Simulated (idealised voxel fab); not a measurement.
Process module name: voxel self aligned vias
Cross-sectional view cut (width: 225 nm; square cell size: 5 nm).
A cross-section in this document is a grid of square cells, and it is written down as bands, the top band listed before the ones below it; a band is made up of one or more rows of cells. For a band, the entry starts with two heights in nm, that of the top and then that of the bottom, and carries on with the band's materials in order from left to right, each alongside its width in nm; the word "edge to edge" beside a single material means it fills the band edge to edge, and "air" means empty space. Height is counted from the level 0, under which the received wafer is composed throughout of one material. The lowest of the bands is not closed at the bottom but continues downward, in the notation "0 -> down". Width "30..40": first value at the band's top row of cells, second value at its bottom row, equal change from row to row. It should be understood that the words "nothing changed", when stated for a given step, signify that the cross-section underwent no change in any of its cells during that step. Each empty space that has no open way to the top and spans at least 8 cells appears under "Fully sealed voids" as width x height at distance, the distance counted from the left edge, all in nm. Where a step's line continues beyond its settings, the continuation is a remark by the simulator itself on that step. Each step line may optionally specify "overlay nm", which for a step with a mask gives the rightward distance between the mask's planned place and where it lay, a negative value indicating the leftward direction.

# The planned process steps are enumerated hereunder
| 1 | RECEIVE: material Si |
| 2 | CONFORMAL_DEP: material SiO2, thk nm 15 |
| 3 | CONFORMAL_DEP: material SiCN, thk nm 5 |
| 4 | DIRECTIONAL_DEP: material SiO2, thk nm 25 |
| 5 | MASKED_ETCH: tone open, mask id LINES, width nm 25, pitch nm 55, etch materials SiO2, depth nm 25, overlay nm 0 |
| 6 | CONFORMAL_DEP: material TiN, thk nm 5 |
| 7 | FILL_DEP: material W, thk nm 10 |
| 8 | CMP: height nm 45 |
| 9 | SELECTIVE_ETCH: etch materials W Ru TiN, depth nm 5 |
| 10 | FILL_DEP: material SiN, thk nm 5 |
| 11 | CMP: height nm 45 |
| 12 | DIRECTIONAL_DEP: material SiO2, thk nm 15 |
| 13 | MASKED_ETCH: tone open, mask id VIAS, width nm 35, pitch nm 55, etch materials SiO2, depth nm 15, overlay nm 0 |
| 14 | MASKED_ETCH: tone open, mask id VIAS, width nm 35, pitch nm 55, etch materials SiN, depth nm 5, overlay nm 0 |
| 15 | CONFORMAL_DEP: material TiN, thk nm 5 |
| 16 | FILL_DEP: material W, thk nm 10 |
| 17 | CMP: height nm 60 |
| 18 | CONFORMAL_DEP: material SiN, thk nm 5 |

# The following pertains to the first of two wafers, which was processed as planned

# as received, after step 1
	0 -> down: Si edge to edge
	Fully sealed voids: none

# Sectional view: wafer, after step 2
	15 -> 0: SiO2 edge to edge
	All layers under 0 are left as they were.

# Sectional view: wafer, after step 3
	20 -> 15: SiCN edge to edge
	All layers under 15 are left as they were.

# Sectional view: wafer, after step 4
	45 -> 20: SiO2 edge to edge
	All layers under 20 are left as they were.

# Sectional view: wafer, after step 5
	45 -> 20: SiO2 (70)  air (25)  SiO2 (30)  air (25)  SiO2 (75)
	All layers under 20 are left as they were.

# Sectional view: wafer, after step 6
	50 -> 45: TiN (75)  air (15)  TiN (40)  air (15)  TiN (80)
	45 -> 25: SiO2 (70)  TiN (5)  air (15)  TiN (5)  SiO2 (30)  TiN (5)  air (15)  TiN (5)  SiO2 (75)
	25 -> 20: SiO2 (70)  TiN (25)  SiO2 (30)  TiN (25)  SiO2 (75)
	All layers under 20 are left as they were.

# Sectional view: wafer, after step 7
	60 -> 50: W edge to edge
	50 -> 45: TiN (75)  W (15)  TiN (40)  W (15)  TiN (80)
	45 -> 25: SiO2 (70)  TiN (5)  W (15)  TiN (5)  SiO2 (30)  TiN (5)  W (15)  TiN (5)  SiO2 (75)
	All layers under 25 are left as they were.

# Sectional view: wafer, after step 8
	45 -> 25: SiO2 (70)  TiN (5)  W (15)  TiN (5)  SiO2 (30)  TiN (5)  W (15)  TiN (5)  SiO2 (75)
	All layers under 25 are left as they were.

# Sectional view: wafer, after step 9
	45 -> 40: SiO2 (70)  air (25)  SiO2 (30)  air (25)  SiO2 (75)
	All layers under 40 are left as they were.

# Sectional view: wafer, after step 10
	50 -> 45: SiN edge to edge
	45 -> 40: SiO2 (70)  SiN (25)  SiO2 (30)  SiN (25)  SiO2 (75)
	All layers under 40 are left as they were.

# Sectional view: wafer, after step 11
	45 -> 40: SiO2 (70)  SiN (25)  SiO2 (30)  SiN (25)  SiO2 (75)
	All layers under 40 are left as they were.

# Sectional view: wafer, after step 12
	60 -> 45: SiO2 edge to edge
	All layers under 45 are left as they were.

# Sectional view: wafer, after step 13
	60 -> 45: SiO2 (65)  air (35)  SiO2 (20)  air (35)  SiO2 (70)
	All layers under 45 are left as they were.

# Sectional view: wafer, after step 14
	60 -> 45: SiO2 (65)  air (35)  SiO2 (20)  air (35)  SiO2 (70)
	45 -> 40: SiO2 (70)  air (25)  SiO2 (30)  air (25)  SiO2 (75)
	All layers under 40 are left as they were.

# Sectional view: wafer, after step 15
	65 -> 60: TiN (70)  air (25)  TiN (30)  air (25)  TiN (75)
	60 -> 50: SiO2 (65)  TiN (5)  air (25)  TiN (5)  SiO2 (20)  TiN (5)  air (25)  TiN (5)  SiO2 (70)
	50 -> 45: SiO2 (65)  TiN (10)  air (15)  TiN (10)  SiO2 (20)  TiN (10)  air (15)  TiN (10)  SiO2 (70)
	45 -> 40: SiO2 (70)  TiN (25)  SiO2 (30)  TiN (25)  SiO2 (75)
	All layers under 40 are left as they were.

# Sectional view: wafer, after step 16
	75 -> 65: W edge to edge
	65 -> 60: TiN (70)  W (25)  TiN (30)  W (25)  TiN (75)
	60 -> 50: SiO2 (65)  TiN (5)  W (25)  TiN (5)  SiO2 (20)  TiN (5)  W (25)  TiN (5)  SiO2 (70)
	50 -> 45: SiO2 (65)  TiN (10)  W (15)  TiN (10)  SiO2 (20)  TiN (10)  W (15)  TiN (10)  SiO2 (70)
	All layers under 45 are left as they were.

# Sectional view: wafer, after step 17
	60 -> 50: SiO2 (65)  TiN (5)  W (25)  TiN (5)  SiO2 (20)  TiN (5)  W (25)  TiN (5)  SiO2 (70)
	All layers under 50 are left as they were.

# Sectional view: wafer, after step 18
	65 -> 60: SiN edge to edge
	All layers under 60 are left as they were.

# The remaining wafer, second of the two, started like the first and was run to the same plan, except that one mistake was made along the way; the two coincide through step 1, inclusive

Cross-section, second wafer, at the end time the plan gives for step 2: nothing changed

# Cross-section, second wafer, at the end time the plan gives for step 3
	5 -> 0: SiCN edge to edge
	All layers under 0 are left as they were.

# Cross-section, second wafer, at the end time the plan gives for step 4
	30 -> 5: SiO2 edge to edge
	All layers under 5 are left as they were.

# Cross-section, second wafer, at the end time the plan gives for step 5
	30 -> 5: SiO2 (70)  air (25)  SiO2 (30)  air (25)  SiO2 (75)
	All layers under 5 are left as they were.

# Cross-section, second wafer, at the end time the plan gives for step 6
	35 -> 30: TiN (75)  air (15)  TiN (40)  air (15)  TiN (80)
	30 -> 10: SiO2 (70)  TiN (5)  air (15)  TiN (5)  SiO2 (30)  TiN (5)  air (15)  TiN (5)  SiO2 (75)
	10 -> 5: SiO2 (70)  TiN (25)  SiO2 (30)  TiN (25)  SiO2 (75)
	All layers under 5 are left as they were.

# Cross-section, second wafer, at the end time the plan gives for step 7
	45 -> 35: W edge to edge
	35 -> 30: TiN (75)  W (15)  TiN (40)  W (15)  TiN (80)
	30 -> 10: SiO2 (70)  TiN (5)  W (15)  TiN (5)  SiO2 (30)  TiN (5)  W (15)  TiN (5)  SiO2 (75)
	All layers under 10 are left as they were.

Cross-section, second wafer, at the end time the plan gives for step 8: nothing changed

# Cross-section, second wafer, at the end time the plan gives for step 9
	40 -> 35: W edge to edge
	All layers under 35 are left as they were.

# Cross-section, second wafer, at the end time the plan gives for step 10
	45 -> 40: SiN edge to edge
	All layers under 40 are left as they were.

Cross-section, second wafer, at the end time the plan gives for step 11: nothing changed

# Cross-section, second wafer, at the end time the plan gives for step 12
	60 -> 45: SiO2 edge to edge
	All layers under 45 are left as they were.

# Cross-section, second wafer, at the end time the plan gives for step 13
	60 -> 45: SiO2 (65)  air (35)  SiO2 (20)  air (35)  SiO2 (70)
	All layers under 45 are left as they were.

# Cross-section, second wafer, at the end time the plan gives for step 14
	60 -> 45: SiO2 (65)  air (35)  SiO2 (20)  air (35)  SiO2 (70)
	45 -> 40: SiN (65)  air (35)  SiN (20)  air (35)  SiN (70)
	All layers under 40 are left as they were.

# Cross-section, second wafer, at the end time the plan gives for step 15
	65 -> 60: TiN (70)  air (25)  TiN (30)  air (25)  TiN (75)
	60 -> 45: SiO2 (65)  TiN (5)  air (25)  TiN (5)  SiO2 (20)  TiN (5)  air (25)  TiN (5)  SiO2 (70)
	45 -> 40: SiN (65)  TiN (35)  SiN (20)  TiN (35)  SiN (70)
	All layers under 40 are left as they were.

# Cross-section, second wafer, at the end time the plan gives for step 16
	75 -> 65: W edge to edge
	65 -> 60: TiN (70)  W (25)  TiN (30)  W (25)  TiN (75)
	60 -> 45: SiO2 (65)  TiN (5)  W (25)  TiN (5)  SiO2 (20)  TiN (5)  W (25)  TiN (5)  SiO2 (70)
	All layers under 45 are left as they were.

# Cross-section, second wafer, at the end time the plan gives for step 17
	60 -> 45: SiO2 (65)  TiN (5)  W (25)  TiN (5)  SiO2 (20)  TiN (5)  W (25)  TiN (5)  SiO2 (70)
	All layers under 45 are left as they were.

# Cross-section, second wafer, at the end time the plan gives for step 18
	65 -> 60: SiN edge to edge
	All layers under 60 are left as they were.
It is concluded that the wafer was processed incorrectly with respect to the plan, in that plan step 2 was not performed, having been skipped
Per the end-of-run cell counts, the second wafer holds more or fewer of some materials than the first: SiN: 31 more, SiO2: 135 fewer, TiN: 43 more, W: 61 more
